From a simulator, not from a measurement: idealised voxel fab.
Process module name: voxel wiring stack
FYI the section here is cut, 235 nm wide, cells are 5 nm squares.
Bands, listed from the top down, are how a cross-section gets written in this document; the cross-section itself is a grid of square cells, and a band is one or more rows of them.
Per band: top height and bottom height in nm, followed by the left-to-right materials and their widths in nm; "edge to edge" marks a single material spanning edge to edge, "empty" marks empty space.
Height datum 0, below which the as-received substrate wafer is one material. Lowest band open at the bottom, running downward: "0 nm and below".
With a width like "30 to 40", each row of cells in the band differs from the next by the same amount, the top row carrying the first number and the bottom row the second.
"all unchanged" -> step changed no cross-section cell.
In "Completely enclosed voids" the enclosed voids are listed, meaning empty spaces of 8 cells or larger without any opening to the top. The form is width x height at distance, distance from the left edge, units nm.
The remark found on a step's line after its settings is issued by the simulator itself and pertains to that step.
"overlay nm" answers the question of how far to the right of plan the mask lay on a step that has a mask, and when it is negative the answer is to the left.

STEPS IN THE PROCESS PLAN
1) RECEIVE (material Si)
2) CONFORMAL_DEP (material SiO2; thk nm 10)
3) DIRECTIONAL_DEP (material TiN; thk nm 5)
4) DIRECTIONAL_DEP (material W; thk nm 15)
5) PATTERN (tone cover; mask id METAL_1; material resist; width nm 25; pitch nm 45; thk nm 20; overlay nm 0)
6) DIRECTIONAL_ETCH (etch materials W; depth nm 15)
7) DIRECTIONAL_ETCH (etch materials TiN; depth nm 5)
8) STRIP (etch materials resist)
9) CONFORMAL_DEP (material SiCN; thk nm 5)
10) FILL_DEP (material SiO2; thk nm 5)
11) CMP (height nm 30)
12) CONFORMAL_DEP (material SiCN; thk nm 5)
13) DIRECTIONAL_DEP (material lowk; thk nm 15)
14) PATTERN (tone open; mask id PLUG_1; material resist; width nm 15; thk nm 20; overlay nm 0)
15) DIRECTIONAL_ETCH (etch materials lowk; depth nm 15)
16) DIRECTIONAL_ETCH (etch materials SiCN; depth nm 5)
17) STRIP (etch materials resist)
18) EPI (material Ru; thk nm 10)
19) EPI (material Ru; thk nm 10)
20) CONFORMAL_DEP (material SiN; thk nm 5)
21) DIRECTIONAL_DEP (material SiO2; thk nm 25)
22) PATTERN (tone open; mask id METAL_2; material resist; width nm 25; pitch nm 45; thk nm 20; overlay nm 0)
23) DIRECTIONAL_ETCH (etch materials SiO2; depth nm 25)
24) DIRECTIONAL_ETCH (etch materials SiN; depth nm 5)
25) STRIP (etch materials resist)
26) CONFORMAL_DEP (material TiN; thk nm 5)
27) FILL_DEP (material Cu; thk nm 10)
28) CMP (height nm 80)
29) CONFORMAL_DEP (material SiCN; thk nm 5)
30) DIRECTIONAL_DEP (material lowk; thk nm 10)
31) PATTERN (tone open; mask id PLUG_2; material resist; width nm 15; pitch nm 45; thk nm 20; overlay nm 0)
32) DIRECTIONAL_ETCH (etch materials lowk; depth nm 10)
33) DIRECTIONAL_ETCH (etch materials SiCN; depth nm 5)
34) STRIP (etch materials resist)
35) EPI (material Ru; thk nm 10)
36) EPI (material Ru; thk nm 5)
37) DIRECTIONAL_DEP (material TiN; thk nm 5)
38) DIRECTIONAL_DEP (material Ru; thk nm 15)
39) DIRECTIONAL_DEP (material aC; thk nm 10)
40) PATTERN (tone cover; mask id METAL_3; material resist; width nm 25; pitch nm 45; thk nm 25; overlay nm 0)
41) DIRECTIONAL_ETCH (etch materials aC; depth nm 10)
42) STRIP (etch materials resist)
43) DIRECTIONAL_ETCH (etch materials Ru; depth nm 15)
44) DIRECTIONAL_ETCH (etch materials TiN; depth nm 5)
45) STRIP (etch materials aC)
46) CONFORMAL_DEP (material SiN; thk nm 5)
47) FILL_DEP (material lowk; thk nm 10)
48) CMP (height nm 115)
49) CONFORMAL_DEP (material SiCN; thk nm 5)
50) DIRECTIONAL_DEP (material SiO2; thk nm 25)
51) DIRECTIONAL_DEP (material aC; thk nm 10)
52) PATTERN (tone open; mask id METAL_4_HOLES; material resist; width nm 15; pitch nm 45; thk nm 25; overlay nm 0)
53) DIRECTIONAL_ETCH (etch materials aC; depth nm 10)
54) STRIP (etch materials resist)
55) DIRECTIONAL_ETCH (etch materials SiO2; depth nm 25)
56) STRIP (etch materials aC)
57) MASKED_ETCH (tone open; mask id METAL_4; width nm 25; pitch nm 45; etch materials SiO2; depth nm 15; overlay nm 0)
58) MASKED_ETCH (tone open; mask id METAL_4; width nm 25; pitch nm 45; etch materials SiCN; depth nm 5; overlay nm 0)
59) CONFORMAL_DEP (material TiN; thk nm 5)
60) FILL_DEP (material Cu; thk nm 5)
61) CMP (height nm 145)
62) CONFORMAL_DEP (material SiN; thk nm 5)

CROSS-SECTION, INCOMING MATERIAL, AFTER STEP 1
> 0 nm and below: Si edge to edge
> Completely enclosed voids: none

FIRST WAFER AT THE END, AS PLANNED
> 150 nm to 145 nm: SiN edge to edge
> 145 nm to 135 nm: SiO2 80 nm | TiN 5 nm | Cu 15 nm | TiN 5 nm | SiO2 20 nm | TiN 5 nm | Cu 15 nm | TiN 5 nm | SiO2 85 nm
> 135 nm to 130 nm: SiO2 80 nm | TiN 5 nm | Cu 5 nm | TiN 15 nm | SiO2 20 nm | TiN 5 nm | Cu 5 nm | TiN 15 nm | SiO2 85 nm
> 130 nm to 120 nm: SiO2 80 nm | TiN 5 nm | Cu 5 nm | TiN 5 nm | SiO2 30 nm | TiN 5 nm | Cu 5 nm | TiN 5 nm | SiO2 95 nm
> 120 nm to 115 nm: SiCN 80 nm | TiN 15 nm | SiCN 30 nm | TiN 15 nm | SiCN 95 nm
> 115 nm to 100 nm: lowk 75 nm | SiN 5 nm | Ru 25 nm | SiN 5 nm | lowk 10 nm | SiN 5 nm | Ru 25 nm | SiN 5 nm | lowk 80 nm
> 100 nm to 95 nm: SiN 80 nm | TiN 25 nm | SiN 20 nm | TiN 25 nm | SiN 85 nm
> 95 nm to 85 nm: lowk 80 nm | Ru 15 nm | lowk 30 nm | Ru 15 nm | lowk 95 nm
> 85 nm to 80 nm: SiCN 80 nm | Ru 15 nm | SiCN 30 nm | Ru 15 nm | SiCN 95 nm
> 80 nm to 55 nm: SiO2 80 nm | TiN 5 nm | Cu 15 nm | TiN 5 nm | SiO2 20 nm | TiN 5 nm | Cu 15 nm | TiN 5 nm | SiO2 85 nm
> 55 nm to 50 nm: SiN 80 nm | TiN 25 nm | SiN 20 nm | TiN 25 nm | SiN 85 nm
> 50 nm to 35 nm: lowk 80 nm | Ru 15 nm | lowk 140 nm
> 35 nm to 30 nm: SiCN 80 nm | Ru 15 nm | SiCN 140 nm
> 30 nm to 15 nm: SiO2 75 nm | SiCN 5 nm | W 25 nm | SiCN 5 nm | SiO2 10 nm | SiCN 5 nm | W 25 nm | SiCN 5 nm | SiO2 80 nm
> 15 nm to 10 nm: SiCN 80 nm | TiN 25 nm | SiCN 20 nm | TiN 25 nm | SiCN 85 nm
> 10 nm to 0 nm: SiO2 edge to edge
> 0 nm and below: Si edge to edge
> Completely enclosed voids: none

THIS CROSS-SECTION BELONGS TO THE SECOND WAFER OF TWO AT THE END OF THE MODULE; THE START AND THE PLAN WERE SHARED WITH THE FIRST, AND THE RUN INCLUDED ONE MISTAKE
> 150 nm to 145 nm: SiN edge to edge
> 145 nm to 135 nm: SiO2 80 nm | TiN 5 nm | Cu 15 nm | TiN 5 nm | SiO2 20 nm | TiN 5 nm | Cu 15 nm | TiN 5 nm | SiO2 85 nm
> 135 nm to 130 nm: SiO2 80 nm | TiN 5 nm | Cu 5 nm | TiN 15 nm | SiO2 20 nm | TiN 5 nm | Cu 5 nm | TiN 15 nm | SiO2 85 nm
> 130 nm to 120 nm: SiO2 80 nm | TiN 5 nm | Cu 5 nm | TiN 5 nm | SiO2 30 nm | TiN 5 nm | Cu 5 nm | TiN 5 nm | SiO2 95 nm
> 120 nm to 115 nm: SiCN 80 nm | TiN 15 nm | SiCN 30 nm | TiN 15 nm | SiCN 95 nm
> 115 nm to 100 nm: lowk 75 nm | SiN 5 nm | Ru 25 nm | SiN 5 nm | lowk 10 nm | SiN 5 nm | Ru 25 nm | SiN 5 nm | lowk 80 nm
> 100 nm to 95 nm: SiN 80 nm | TiN 25 nm | SiN 20 nm | TiN 25 nm | SiN 85 nm
> 95 nm to 85 nm: lowk 75 nm | Ru 15 nm | lowk 30 nm | Ru 15 nm | lowk 100 nm
> 85 nm to 80 nm: SiCN 75 nm | Ru 15 nm | SiCN 30 nm | Ru 15 nm | SiCN 100 nm
> 80 nm to 55 nm: SiO2 80 nm | TiN 5 nm | Cu 15 nm | TiN 5 nm | SiO2 20 nm | TiN 5 nm | Cu 15 nm | TiN 5 nm | SiO2 85 nm
> 55 nm to 50 nm: SiN 80 nm | TiN 25 nm | SiN 20 nm | TiN 25 nm | SiN 85 nm
> 50 nm to 35 nm: lowk 80 nm | Ru 15 nm | lowk 140 nm
> 35 nm to 30 nm: SiCN 80 nm | Ru 15 nm | SiCN 140 nm
> 30 nm to 15 nm: SiO2 75 nm | SiCN 5 nm | W 25 nm | SiCN 5 nm | SiO2 10 nm | SiCN 5 nm | W 25 nm | SiCN 5 nm | SiO2 80 nm
> 15 nm to 10 nm: SiCN 80 nm | TiN 25 nm | SiCN 20 nm | TiN 25 nm | SiCN 85 nm
> 10 nm to 0 nm: SiO2 edge to edge
> 0 nm and below: Si edge to edge
> Completely enclosed voids: none
What broke from the plan during processing? contrary to plan, step 31 was performed as PATTERN (tone open; mask id PLUG_2; material resist; width nm 15; pitch nm 45; thk nm 20; overlay nm -5)
When the process is done, the second wafer contains the same cell count of every material as the first wafer, but distributed over other locations.
